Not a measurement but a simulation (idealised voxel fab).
The process module presented herein is designated voxel transistor to metal.
The cross-section shown here is cut; it is 170 nm wide and divided into square cells measuring 5 nm on a side.
Just so we're on the same page, the cross-sections are grids of square cells, and they're listed out in bands top to bottom, each band one or more rows deep. The band entry comprises the height of the band's top followed by the height of its bottom, expressed in nm, and subsequently the band's materials from left to right, each stated together with its width in nm. Where a single material is marked with the word "everywhere", that material fills the band from edge to edge. The word "empty" represents empty space. Heights are reckoned from 0. Under this level, the received wafer is all of one material. The bottommost band is open-ended downward, for example "z 0 and below". With a width like "30 to 40", each row of cells in the band differs from the next by the same amount, the top row carrying the first number and the bottom row the second. "no change" means the step left every cell of the cross-section as it was. Listed in "Enclosed cavities": every empty space of 8 or more cells without an open way to the top. Form: width x height at distance, the distance being from the left edge, all in nm. What comes after the settings on a step's line is commentary from the simulator itself on that step. "overlay nm" denotes, for a step that has a mask, the displacement of the mask to the right of its planned place, with negative values corresponding to the left.

[plan]
1,RECEIVE: material Si
2,CONFORMAL_DEP: material SiO2, thk nm 5
3,CONFORMAL_DEP: material SiN, thk nm 15
4,DIRECTIONAL_DEP: material aC, thk nm 10
5,PATTERN: tone cover, mask id ACTIVE, material resist, width nm 130, thk nm 30, overlay nm 0
6,DIRECTIONAL_ETCH: etch materials aC, depth nm 10
7,STRIP: etch materials resist
8,DIRECTIONAL_ETCH: etch materials SiN, depth nm 15
9,DIRECTIONAL_ETCH: etch materials SiO2, depth nm 5
10,DIRECTIONAL_ETCH: etch materials Si, depth nm 30
11,STRIP: etch materials aC
12,OXIDIZE: depth nm 5
13,FILL_DEP: material SiO2, thk nm 5
14,CMP: height nm 20
15,SELECTIVE_ETCH: etch materials SiO2, depth nm 5
16,STRIP: etch materials SiN
17,SELECTIVE_ETCH: etch materials SiO2, depth nm 5
18,OXIDIZE: depth nm 5
19,DIRECTIONAL_DEP: material polySi, thk nm 30
20,DIRECTIONAL_DEP: material SiCN, thk nm 10
21,MASKED_ETCH: tone cover, mask id GATE, width nm 30, etch materials SiCN, depth nm 20, overlay nm 0
22,MASKED_ETCH: tone cover, mask id GATE, width nm 30, etch materials polySi, depth nm 40, overlay nm 0
23,CONFORMAL_DEP: material SiO2, thk nm 5
24,DIRECTIONAL_ETCH: etch materials SiO2, depth nm 5
25,CONFORMAL_DEP: material SiN, thk nm 10
26,DIRECTIONAL_ETCH: etch materials SiN, depth nm 10
27,DIRECTIONAL_ETCH: etch materials SiO2, depth nm 5
28,EPI: material pSi, thk nm 5
29,FILL_DEP: material SiO2, thk nm 10
30,CMP: height nm 30
31,STRIP: etch materials polySi
32,SELECTIVE_ETCH: etch materials SiO2, depth nm 5
33,CONFORMAL_DEP: material HfO2, thk nm 5
34,CONFORMAL_DEP: material TiN, thk nm 5
35,FILL_DEP: material W, thk nm 10
36,CMP: height nm 25
37,DIRECTIONAL_DEP: material SiO2, thk nm 15
38,MASKED_ETCH: tone open, mask id CONTACT, width nm 20, pitch nm 90, etch materials SiO2, depth nm 40, overlay nm 0
39,CONFORMAL_DEP: material TiN, thk nm 5
40,FILL_DEP: material Ru, thk nm 5
41,CMP: height nm 40
42,CONFORMAL_DEP: material SiN, thk nm 5
43,DIRECTIONAL_DEP: material lowk, thk nm 15
44,PATTERN: tone open, mask id METAL_1, material resist, width nm 20, pitch nm 90, thk nm 20, overlay nm 0
45,DIRECTIONAL_ETCH: etch materials lowk, depth nm 15
46,DIRECTIONAL_ETCH: etch materials SiN, depth nm 5
47,STRIP: etch materials resist
48,CONFORMAL_DEP: material TiN, thk nm 5
49,FILL_DEP: material Cu, thk nm 5
50,CMP: height nm 60
51,CONFORMAL_DEP: material SiCN, thk nm 5
52,DIRECTIONAL_DEP: material SiO2, thk nm 30
53,PATTERN: tone open, mask id METAL_2, material resist, width nm 20, pitch nm 90, thk nm 20, overlay nm 0
54,DIRECTIONAL_ETCH: etch materials SiO2, depth nm 20
55,STRIP: etch materials resist
56,DIRECTIONAL_DEP: material aC, thk nm 10
57,PATTERN: tone open, mask id METAL_2_HOLES, material resist, width nm 15, pitch nm 90, thk nm 30, overlay nm 0
58,DIRECTIONAL_ETCH: etch materials aC, depth nm 10
59,STRIP: etch materials resist
60,DIRECTIONAL_ETCH: etch materials SiO2, depth nm 10
61,DIRECTIONAL_ETCH: etch materials SiCN, depth nm 5
62,STRIP: etch materials aC
63,CONFORMAL_DEP: material TiN, thk nm 5
64,FILL_DEP: material Cu, thk nm 10
65,CMP: height nm 95
66,CONFORMAL_DEP: material SiCN, thk nm 5

[Cross-section of the incoming wafer, state after step 1]
* z 0 and below | Si everywhere
* Enclosed cavities: none

[Looking at the first of two wafers in cross-section at end of module - ran to plan]
* z 100 to 95 | SiCN everywhere
* z 95 to 80 | SiO2=30 | TiN=5 | Cu=10 | TiN=5 | SiO2=70 | TiN=5 | Cu=10 | TiN=5 | SiO2=30
* z 80 to 75 | SiO2=30 | TiN=5 | Cu=5 | TiN=10 | SiO2=70 | TiN=5 | Cu=5 | TiN=10 | SiO2=30
* z 75 to 65 | SiO2=30 | TiN=5 | Cu=5 | TiN=5 | SiO2=75 | TiN=5 | Cu=5 | TiN=5 | SiO2=35
* z 65 to 60 | SiCN=30 | TiN=15 | SiCN=75 | TiN=15 | SiCN=35
* z 60 to 45 | lowk=30 | TiN=5 | Cu=10 | TiN=5 | lowk=70 | TiN=5 | Cu=10 | TiN=5 | lowk=30
* z 45 to 40 | SiN=30 | TiN=20 | SiN=70 | TiN=20 | SiN=30
* z 40 to 25 | SiO2=30 | TiN=5 | Ru=10 | TiN=5 | SiO2=70 | TiN=5 | Ru=10 | TiN=5 | SiO2=30
* z 25 to 10 | SiO2=30 | TiN=5 | Ru=10 | TiN=5 | SiO2=5 | SiN=10 | HfO2=5 | TiN=5 | W=20 | TiN=5 | HfO2=5 | SiN=10 | SiO2=5 | TiN=5 | Ru=10 | TiN=5 | SiO2=30
* z 10 to 5 | SiO2=20 | SiN=10 | TiN=5 | Ru=10 | TiN=5 | SiO2=5 | SiN=10 | HfO2=5 | TiN=5 | W=20 | TiN=5 | HfO2=5 | SiN=10 | SiO2=5 | TiN=5 | Ru=10 | TiN=5 | SiN=10 | SiO2=20
* z 5 to 0 | SiO2=20 | SiN=10 | TiN=20 | SiO2=5 | SiN=10 | HfO2=5 | TiN=30 | HfO2=5 | SiN=10 | SiO2=5 | TiN=20 | SiN=10 | SiO2=20
* z 0 to -5 | SiO2=30 | pSi=25 | SiO2=10 | HfO2=40 | SiO2=10 | pSi=25 | SiO2=30
* z -5 to -35 | SiO2=25 | Si=120 | SiO2=25
* z -35 and below | Si everywhere
* Enclosed cavities: none

[So this is wafer number two of the two, cut at the end of the module - it started where the first did and had the same plan, we just got one thing wrong running it]
* z 100 to 95 | SiCN everywhere
* z 95 to 90 | Cu everywhere
* z 90 to 85 | TiN=35 | Cu=10 | TiN=80 | Cu=10 | TiN=35
* z 85 to 75 | SiO2=30 | TiN=5 | Cu=10 to 5 | TiN=5 to 10 | SiO2=70 | TiN=5 | Cu=10 to 5 | TiN=5 to 10 | SiO2=30
* z 75 to 65 | SiO2=30 | TiN=5 | Cu=5 | TiN=5 | SiO2=75 | TiN=5 | Cu=5 | TiN=5 | SiO2=35
* z 65 to 60 | SiCN=30 | TiN=15 | SiCN=75 | TiN=15 | SiCN=35
* z 60 to 45 | lowk=30 | TiN=5 | Cu=10 | TiN=5 | lowk=70 | TiN=5 | Cu=10 | TiN=5 | lowk=30
* z 45 to 40 | SiN=30 | TiN=20 | SiN=70 | TiN=20 | SiN=30
* z 40 to 25 | SiO2=30 | TiN=5 | Ru=10 | TiN=5 | SiO2=70 | TiN=5 | Ru=10 | TiN=5 | SiO2=30
* z 25 to 10 | SiO2=30 | TiN=5 | Ru=10 | TiN=5 | SiO2=5 | SiN=10 | HfO2=5 | TiN=5 | W=20 | TiN=5 | HfO2=5 | SiN=10 | SiO2=5 | TiN=5 | Ru=10 | TiN=5 | SiO2=30
* z 10 to 5 | SiO2=20 | SiN=10 | TiN=5 | Ru=10 | TiN=5 | SiO2=5 | SiN=10 | HfO2=5 | TiN=5 | W=20 | TiN=5 | HfO2=5 | SiN=10 | SiO2=5 | TiN=5 | Ru=10 | TiN=5 | SiN=10 | SiO2=20
* z 5 to 0 | SiO2=20 | SiN=10 | TiN=20 | SiO2=5 | SiN=10 | HfO2=5 | TiN=30 | HfO2=5 | SiN=10 | SiO2=5 | TiN=20 | SiN=10 | SiO2=20
* z 0 to -5 | SiO2=30 | pSi=25 | SiO2=10 | HfO2=40 | SiO2=10 | pSi=25 | SiO2=30
* z -5 to -35 | SiO2=25 | Si=120 | SiO2=25
* z -35 and below | Si everywhere
* Enclosed cavities: none
Want to know what went wrong? steps 55 and 56 of the plan were each performed in the slot designated for the other
Final tally in cells, some materials are higher or lower on the second wafer than on the first: 30 more of Cu; 52 fewer of SiO2; 22 more of TiN
